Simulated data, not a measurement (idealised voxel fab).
Process module under the name voxel wiring stack
Square cells of 5 nm make up the cross-section cut, whose width is 195 nm.
When this document writes out a cross-section, it uses a grid of square cells and lists it as bands, beginning at the top and moving down, with a band standing for one or more rows of cells.
What a band's entry tells you: where the top is and where the bottom is, as heights in nm, and after that what lies inside, material by material from left to right, each with its width in nm. Empty space is written as the word "air", and a single material marked with the word "all across" occupies the band from edge to edge.
A quick word on heights: they are counted from 0, and under that level the wafer as it came to us is one material throughout. The lowest band is different from the rest in having no bottom; it simply continues downward, written as in "0..down".
A two-number width, for instance "30 to 40", indicates that the width is equal to the first number in the top row of the band and to the second number in the bottom row, and that it changes by a constant amount per row of cells.
The cross-section has no changed cell in any step marked "left unchanged".
Entry "Enclosed cavity list". Content: empty spaces with no open connection to the top, size 8 cells or greater. Each: width x height at distance. Distance: from left edge. Unit: nm.
What comes after the settings on a step's line is commentary from the simulator itself on that step.
The line of a step may include "overlay nm". On a step with a mask, this value is how far to the right of its planned place the mask lay. A negative value means the mask lay to the left.
Process steps - plan
- 1: RECEIVE with material Si
- 2: CONFORMAL_DEP with material SiO2, thk nm 10
- 3: CONFORMAL_DEP with material SiCN, thk nm 5
- 4: DIRECTIONAL_DEP with material SiO2, thk nm 15
- 5: PATTERN with tone open, mask id METAL_1, material resist, width nm 25, pitch nm 55, thk nm 15, overlay nm 0
- 6: DIRECTIONAL_ETCH with etch materials SiO2, depth nm 15
- 7: DIRECTIONAL_ETCH with etch materials SiCN, depth nm 5
- 8: STRIP with etch materials resist
- 9: CONFORMAL_DEP with material TiN, thk nm 5
- 10: FILL_DEP with material W, thk nm 5
- 11: CMP with height nm 30
- 12: CONFORMAL_DEP with material SiCN, thk nm 5
- 13: DIRECTIONAL_DEP with material lowk, thk nm 15
- 14: PATTERN with tone open, mask id PLUG_1, material resist, width nm 15, pitch nm 55, thk nm 15, overlay nm 0
- 15: DIRECTIONAL_ETCH with etch materials lowk, depth nm 15
- 16: DIRECTIONAL_ETCH with etch materials SiCN, depth nm 5
- 17: STRIP with etch materials resist
- 18: CONFORMAL_DEP with material TiN, thk nm 5
- 19: FILL_DEP with material Ru, thk nm 10
- 20: CMP with height nm 50
- 21: DIRECTIONAL_DEP with material TiN, thk nm 5
- 22: DIRECTIONAL_DEP with material W, thk nm 15
- 23: DIRECTIONAL_DEP with material aC, thk nm 10
- 24: PATTERN with tone cover, mask id METAL_2, material resist, width nm 25, pitch nm 55, thk nm 25, overlay nm 0
- 25: DIRECTIONAL_ETCH with etch materials aC, depth nm 10
- 26: STRIP with etch materials resist
- 27: DIRECTIONAL_ETCH with etch materials W, depth nm 15
- 28: DIRECTIONAL_ETCH with etch materials TiN, depth nm 5
- 29: STRIP with etch materials aC
- 30: CONFORMAL_DEP with material SiN, thk nm 5
- 31: FILL_DEP with material SiO2, thk nm 5
- 32: CMP with height nm 70
- 33: CONFORMAL_DEP with material SiCN, thk nm 5
- 34: DIRECTIONAL_DEP with material lowk, thk nm 25
- 35: MASKED_ETCH with tone open, mask id METAL_3_HOLES, width nm 15, etch materials lowk, depth nm 25, overlay nm 0
- 36: PATTERN with tone open, mask id METAL_3, material resist, width nm 25, pitch nm 55, thk nm 20, overlay nm 0
- 37: DIRECTIONAL_ETCH with etch materials lowk, depth nm 15
- 38: DIRECTIONAL_ETCH with etch materials SiCN, depth nm 5
- 39: STRIP with etch materials resist
- 40: CONFORMAL_DEP with material TiN, thk nm 5
- 41: FILL_DEP with material Cu, thk nm 10
- 42: CMP with height nm 100
- 43: CONFORMAL_DEP with material SiCN, thk nm 5
varied across the wafers: width nm of step 14. The plan shows the first wafer's value. All wafers start alike
Cross-sectional view of the first of several wafers in the as-received condition, corresponding to the state following step 1
- 0..down: Si all across
- Enclosed cavity list: none
Take any row and you have a wafer at the end of the module: how many cells of each material it has gained (+) or lost (-) since it was received, and then its closed voids
width nm 15, +15 Cu, +6 Ru, +137 SiCN, +41 SiN, +240 SiO2, +74 TiN, +48 W, +258 lowk, Enclosed cavity list: none
width nm 20, +15 Cu, +12 Ru, +135 SiCN, +41 SiN, +240 SiO2, +76 TiN, +48 W, +252 lowk, Enclosed cavity list: none
width nm 25, +15 Cu, +18 Ru, +133 SiCN, +41 SiN, +240 SiO2, +78 TiN, +48 W, +246 lowk, Enclosed cavity list: none
width nm 30, +15 Cu, +24 Ru, +131 SiCN, +41 SiN, +240 SiO2, +80 TiN, +48 W, +240 lowk, Enclosed cavity list: none
